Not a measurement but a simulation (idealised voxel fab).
Process module under the name voxel tone inversion
Square cells of 5 nm make up the cross-section cut, whose width is 260 nm.
Think of the cross-section as a grid of square cells. We describe it in bands, top to bottom, and each band covers one or more rows of those cells.
A band entry consists of two parts. The first gives the height of the band's top and the height of its bottom, in nm. The rest lists the band's materials from left to right, each with its width in nm. A single material labelled with the word "edge to edge" fills the band from edge to edge, and the word "empty" marks empty space.
We count height from 0. Below that, the starting wafer is all one material. The lowest band never ends at the bottom but goes on down; see "from 0 down" for how that is written.
Width "30->40": first value at the band's top row of cells, second value at its bottom row, equal change from row to row.
For the purposes of this document, the phrase "nothing different" attached to a step denotes that no cell within the cross-section was modified by that step.
"Sealed void list" enumerates empty spaces isolated from the top, with no open way to it, that contain at least 8 cells, giving each as width x height at distance from the left edge, all three in nm.
That trailing text on a step's line, after the settings, is the simulator's own remark on the step.
Each step line may optionally specify "overlay nm", which for a step with a mask gives the rightward distance between the mask's planned place and where it lay, a negative value indicating the leftward direction.

THE FOLLOWING LIST GIVES THE PLANNED PROCESS STEPS
1,RECEIVE: material Si
2,CONFORMAL_DEP: material SiCN, thk nm 5
3,DIRECTIONAL_DEP: material aC, thk nm 25
4,PATTERN: tone cover, mask id POSTS, material resist, width nm 15, pitch nm 45, thk nm 30, overlay nm 0
5,DIRECTIONAL_ETCH: etch materials aC, depth nm 25
6,STRIP: etch materials resist
7,FILL_DEP: material SiO2, thk nm 10
8,CMP: height nm 30
9,STRIP: etch materials aC
10,CONFORMAL_DEP: material TiN, thk nm 5
11,FILL_DEP: material Ru, thk nm 10
12,CMP: height nm 30
13,CONFORMAL_DEP: material SiCN, thk nm 5
Every wafer here starts from the same state; it is the step 13 thk nm that distinguishes them, and the value the plan gives belongs to the first wafer.

CROSS-SECTION: THE FIRST OF SEVERAL WAFERS IN ITS AS-RECEIVED STATE, I.E. FOLLOWING STEP 1
    from 0 down: Si edge to edge
    Sealed void list: none

WAFER CROSS-SECTION (FIRST OF SEVERAL) - MODULE END, POST STEP 13 (LAST STEP)
    from 35 to 30: SiCN edge to edge
    from 30 to 10: SiO2=75 | TiN=5 | Ru=5 | TiN=5 | SiO2=30 | TiN=5 | Ru=5 | TiN=5 | SiO2=30 | TiN=5 | Ru=5 | TiN=5 | SiO2=80
    from 10 to 5: SiO2=75 | TiN=15 | SiO2=30 | TiN=15 | SiO2=30 | TiN=15 | SiO2=80
    from 5 to 0: SiCN edge to edge
    from 0 down: Si edge to edge
    Sealed void list: none

HERE'S THE LAST WAFER CROSS-SECTIONED AT THE END OF THE MODULE
    from 50 to 30: SiCN edge to edge
    from 30 to 10: SiO2=75 | TiN=5 | Ru=5 | TiN=5 | SiO2=30 | TiN=5 | Ru=5 | TiN=5 | SiO2=30 | TiN=5 | Ru=5 | TiN=5 | SiO2=80
    from 10 to 5: SiO2=75 | TiN=15 | SiO2=30 | TiN=15 | SiO2=30 | TiN=15 | SiO2=80
    from 5 to 0: SiCN edge to edge
    from 0 down: Si edge to edge
    Sealed void list: none

HEADS UP, THIS TABLE GOES WAFER BY WAFER. A ROW TELLS YOU, AT THE END OF THE MODULE, HOW MANY CELLS OF EACH MATERIAL THAT WAFER HAS PUT ON (+) OR DROPPED (-) SINCE IT WAS RECEIVED, AND THEN ITS CLOSED VOIDS
thk nm 5; +12 Ru; +104 SiCN; +215 SiO2; +33 TiN; Sealed void list: none
thk nm 10; +12 Ru; +156 SiCN; +215 SiO2; +33 TiN; Sealed void list: none
thk nm 15; +12 Ru; +208 SiCN; +215 SiO2; +33 TiN; Sealed void list: none
thk nm 20; +12 Ru; +260 SiCN; +215 SiO2; +33 TiN; Sealed void list: none
